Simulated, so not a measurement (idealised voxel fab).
The following is a process module called voxel spacer lines.
Pictured: cross-section cut, 245 nm wide, on a grid of 5 nm square cells.
Cross-section, as written here: a square-cell grid given band by band from the top down, where a band holds one or more rows of cells. For a band, the entry starts with two heights in nm, that of the top and then that of the bottom, and carries on with the band's materials in order from left to right, each alongside its width in nm; the word "all across" beside a single material means it fills the band edge to edge, and "empty" means empty space. Heights from 0 (as-received wafer is one material below). Bottom band endless downward, as "z 0 and below". Top row gets the first number, bottom row gets the second, and each row in between changes by the same step: that is how a band width like "30->40" works. Step note "no modifications" = no cross-section cell changed. What "Enclosed cavities" gives you is every empty space of 8 cells or more that is cut off from the top. Each appears as width x height at distance, with the distance taken from the left edge and width, height and distance all in nm. Text after the settings on a step's line: the simulator's own remark on that step. The "overlay nm" setting may appear on a step's line; for a step that uses a mask, it gives how far to the right of its planned position the mask lay, and a negative value indicates the left.

# Below is the list of planned process steps
1,RECEIVE: material Si
2,CONFORMAL_DEP: material Al2O3, thk nm 5
3,DIRECTIONAL_DEP: material W, thk nm 20
4,DIRECTIONAL_DEP: material aC, thk nm 25
5,PATTERN: tone cover, mask id MANDREL, material resist, width nm 25, pitch nm 70, thk nm 30, overlay nm 0
6,DIRECTIONAL_ETCH: etch materials aC, depth nm 25
7,STRIP: etch materials resist
8,CONFORMAL_DEP: material SiO2, thk nm 10
9,DIRECTIONAL_ETCH: etch materials SiO2, depth nm 10
10,STRIP: etch materials aC
11,DIRECTIONAL_ETCH: etch materials W, depth nm 10
12,STRIP: etch materials SiO2
Among the wafers covered here, the point of difference is the depth nm at step 11; their starting state is shared, and the plan presents the value of the first wafer.

# Cross-section of the first of several wafers on receipt, reflecting completion of step 1
> z 0 and below: Si all across
> Enclosed cavities: none

# First of several wafers, sectioned at end of module (last step: step 12)
> z 25 to 15: empty: 65 | W: 10 | empty: 25 | W: 10 | empty: 25 | W: 10 | empty: 25 | W: 10 | empty: 65
> z 15 to 5: W all across
> z 5 to 0: Al2O3 all across
> z 0 and below: Si all across
> Enclosed cavities: none

# Cross-section at module completion, last wafer
> z 25 to 5: empty: 65 | W: 10 | empty: 25 | W: 10 | empty: 25 | W: 10 | empty: 25 | W: 10 | empty: 65
> z 5 to 0: Al2O3 all across
> z 0 and below: Si all across
> Enclosed cavities: none

# Where each wafer stands at the end of the module, a row apiece: cells of each material gained (+) or lost (-) since it was received, then closed voids
depth nm 10, +49 Al2O3, +114 W, Enclosed cavities: none
depth nm 15, +49 Al2O3, +73 W, Enclosed cavities: none
depth nm 20, +49 Al2O3, +32 W, Enclosed cavities: none
depth nm 25, +49 Al2O3, +32 W, Enclosed cavities: none
depth nm 30, +49 Al2O3, +32 W, Enclosed cavities: none
depth nm 35, +49 Al2O3, +32 W, Enclosed cavities: none
